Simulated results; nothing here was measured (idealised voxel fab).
process module | voxel self aligned contacts
cross-section cut | 250 nm wide | cells 5 nm
A cross-section is a grid of square cells, given in bands from the top down. A band is one or more rows of cells.
Each band's line starts with the height of the band's top and of its bottom, in nm. Then come its materials from left to right, each with its width in nm. One material with "throughout" fills the band from edge to edge. "air" is empty space.
Height 0 is the level under which the wafer as received is all one material. The lowest band goes on downwards, as in "0 down".
A width such as "30 to 40" changes by the same amount from each row of cells to the next, from the band's top row to its bottom row.
"no change" after a step means that no cell of the cross-section changed.
closed voids: empty space of 8 cells or more with no open way to the top, each as width x height at its distance from the left edge, in nm
after a step's settings: what the simulator itself notes on the step
overlay nm, on a step with a mask: how far to the right of its planned place the mask lay; to the left if negative
plan
1 op RECEIVE | material Si
2 op OXIDIZE | depth nm 5
3 op DIRECTIONAL_DEP | material polySi | thk nm 20
4 op DIRECTIONAL_DEP | material SiN | thk nm 20
5 op MASKED_ETCH | tone cover | mask id GATE | width nm 35 | pitch nm 60 | etch materials SiN | depth nm 20 | overlay nm 0
6 op MASKED_ETCH | tone cover | mask id GATE | width nm 35 | pitch nm 60 | etch materials polySi | depth nm 20 | overlay nm 0
7 op CONFORMAL_DEP | material SiN | thk nm 5
8 op DIRECTIONAL_ETCH | etch materials SiN | depth nm 5
9 op FILL_DEP | material SiO2 | thk nm 20
10 op CMP | height nm 50
11 op PATTERN | tone open | mask id CONTACT | material resist | width nm 45 | thk nm 15 | overlay nm 0
12 op DIRECTIONAL_ETCH | etch materials SiO2 | depth nm 55
13 op STRIP | etch materials resist
14 op CONFORMAL_DEP | material TiN | thk nm 5
15 op FILL_DEP | material Ru | thk nm 5
16 op CMP | height nm 50
17 op CONFORMAL_DEP | material SiN | thk nm 5
as received, after step 1
  0 down: Si throughout
  closed voids: none
first wafer at the end, as planned
  55 to 50: SiN throughout
  50 to 40: SiO2 100 | TiN 5 to 20 | Ru 35 to 5 | TiN 5 to 20 | SiO2 105
  40 to 20: SiO2 70 | SiN 45 | TiN 5 | Ru 5 | TiN 5 | SiN 45 | SiO2 75
  20 to 0: SiO2 70 | SiN 5 | polySi 35 | SiN 5 | TiN 5 | Ru 5 | TiN 5 | SiN 5 | polySi 35 | SiN 5 | SiO2 75
  0 to -5: SiO2 115 | TiN 15 | SiO2 120
  -5 down: Si throughout
  closed voids: none
second wafer at the end: like start, like plan, one mistake
  55 to 50: SiN throughout
  50 to 40: SiO2 100 | TiN 5 to 20 | Ru 35 to 5 | TiN 5 to 20 | SiO2 105
  40 to 20: SiO2 70 | SiN 45 | TiN 5 | Ru 5 | TiN 5 | SiN 45 | SiO2 75
  20 to 5: SiO2 70 | SiN 5 | polySi 35 | SiN 5 | TiN 5 | Ru 5 | TiN 5 | SiN 5 | polySi 35 | SiN 5 | SiO2 75
  5 to 0: SiO2 70 | SiN 5 | polySi 35 | SiN 5 | TiN 15 | SiN 5 | polySi 35 | SiN 5 | SiO2 75
  0 down: Si throughout
  closed voids: none
what went wrong: step 2 was left out
at the end the second wafer has, in cells: 1 fewer of Ru | 50 more of Si | 47 fewer of SiO2 | 2 fewer of TiN
